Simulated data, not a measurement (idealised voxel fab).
This is a process module. Its name is voxel capacitor over wiring.
The cross-section shown here is cut; it is 275 nm wide and divided into square cells measuring 5 nm on a side.
Throughout this document, each cross-section is represented as a grid of square cells and is presented as a sequence of bands enumerated from the top downward, where a band comprises one or more rows of cells.
Within each band entry, the heights of the top and of the bottom of the band appear first, in that order and in nm; the materials of the band then follow from left to right, each with its corresponding width in nm. The designation "everywhere" on a single material indicates that it fills the band from edge to edge; the designation "empty" indicates empty space.
Beneath 0, the wafer as received is one material, and that level is where height counting begins. The lowest band goes on downward without a bottom; it is written like "0 -> down".
Graded width ("30..40"): value in top row of band = first number; value in bottom row = second number; row-to-row change constant.
For the purposes of this document, the phrase "remained the same" attached to a step denotes that no cell within the cross-section was modified by that step.
For the entry "Enclosed empty spaces", the listed items are empty spaces with no open way to the top whose size is 8 cells or more; each item follows the pattern width x height at distance, where distance is from the left edge and all three are in nm.
Formally, on a step line, whatever follows the settings is a remark that the simulator itself makes on the step.
For masked steps, "overlay nm" on the step line gives how far right of plan the mask actually lay; a minus sign means it lay to the left.

# This section lists the process steps that were planned
1: RECEIVE, material Si
2: CONFORMAL_DEP, material SiO2, thk nm 15
3: DIRECTIONAL_DEP, material TiN, thk nm 5
4: DIRECTIONAL_DEP, material W, thk nm 15
5: MASKED_ETCH, tone cover, mask id METAL_1, width nm 30, pitch nm 100, etch materials W, depth nm 15, overlay nm 0
6: MASKED_ETCH, tone cover, mask id METAL_1, width nm 30, pitch nm 100, etch materials TiN, depth nm 5, overlay nm 0
7: FILL_DEP, material SiO2, thk nm 10
8: CMP, height nm 35
9: CONFORMAL_DEP, material SiCN, thk nm 5
10: DIRECTIONAL_DEP, material lowk, thk nm 10
11: PATTERN, tone open, mask id PLUG_1, material resist, width nm 15, thk nm 15, overlay nm 0
12: DIRECTIONAL_ETCH, etch materials lowk, depth nm 10
13: DIRECTIONAL_ETCH, etch materials SiCN, depth nm 5
14: STRIP, etch materials resist
15: EPI, material Ru, thk nm 10
16: EPI, material Ru, thk nm 5
17: DIRECTIONAL_DEP, material TiN, thk nm 10
18: DIRECTIONAL_DEP, material SiN, thk nm 5
19: DIRECTIONAL_DEP, material TiN, thk nm 5
20: DIRECTIONAL_DEP, material aC, thk nm 10
21: PATTERN, tone cover, mask id UPPER_PLATE, material resist, width nm 75, thk nm 25, overlay nm 0
22: DIRECTIONAL_ETCH, etch materials aC, depth nm 10
23: STRIP, etch materials resist
24: DIRECTIONAL_ETCH, etch materials TiN, depth nm 5
25: DIRECTIONAL_ETCH, etch materials SiN, depth nm 5
26: STRIP, etch materials aC
27: MASKED_ETCH, tone cover, mask id LOWER_PLATE, width nm 85, etch materials TiN, depth nm 10, overlay nm 0
28: FILL_DEP, material SiO2, thk nm 20
29: CMP, height nm 85
30: MASKED_ETCH, tone open, mask id PLUG_2, width nm 15, etch materials SiO2, depth nm 15, overlay nm 0
31: CONFORMAL_DEP, material TiN, thk nm 5
32: FILL_DEP, material Ru, thk nm 5
33: CMP, height nm 85
34: CONFORMAL_DEP, material SiN, thk nm 5

# As-received wafer cross-section (after step 1)
    0 -> down  Si everywhere
    Enclosed empty spaces: none

# End-of-module XS, first of two wafers, run as planned
    90 -> 85  SiN everywhere
    85 -> 75  SiO2: 95, then TiN: 5, then Ru: 5, then TiN: 5, then SiO2: 165
    75 -> 65  SiO2: 95..85, then TiN: 15..75, then SiO2: 165..115
    65 -> 60  SiO2: 85, then SiN: 75, then SiO2: 115
    60 -> 50  SiO2: 80, then TiN: 85, then SiO2: 110
    50 -> 40  lowk: 85, then Ru: 15, then lowk: 175
    40 -> 35  SiCN: 85, then Ru: 15, then SiCN: 175
    35 -> 20  SiO2: 70, then W: 30, then SiO2: 70, then W: 30, then SiO2: 75
    20 -> 15  SiO2: 70, then TiN: 30, then SiO2: 70, then TiN: 30, then SiO2: 75
    15 -> 0  SiO2 everywhere
    0 -> down  Si everywhere
    Enclosed empty spaces: none

# Second wafer cross-section at end of module - shared start and plan with the first, one mistake in the run
    90 -> 85  SiN everywhere
    85 -> 75  SiO2: 95, then TiN: 5, then Ru: 5, then TiN: 5, then SiO2: 165
    75 -> 65  SiO2: 95..100, then TiN: 15..60, then SiO2: 165..115
    65 -> 60  SiO2: 100, then SiN: 60, then SiO2: 115
    60 -> 55  SiO2: 80, then TiN: 85, then SiO2: 110
    55 -> 50  SiO2: 80, then TiN: 5, then SiN: 15, then TiN: 65, then SiO2: 110
    50 -> 40  lowk: 85, then TiN: 15, then lowk: 175
    40 -> 35  SiCN: 85, then Ru: 15, then SiCN: 175
    35 -> 20  SiO2: 70, then W: 30, then SiO2: 70, then W: 30, then SiO2: 75
    20 -> 15  SiO2: 70, then TiN: 30, then SiO2: 70, then TiN: 30, then SiO2: 75
    15 -> 0  SiO2 everywhere
    0 -> down  Si everywhere
    Enclosed empty spaces: none
Run error: skipped: plan step 15 (never run)
Count the cells at the end and the second wafer has more or fewer of some materials than the first: Ru -6; SiO2 +6
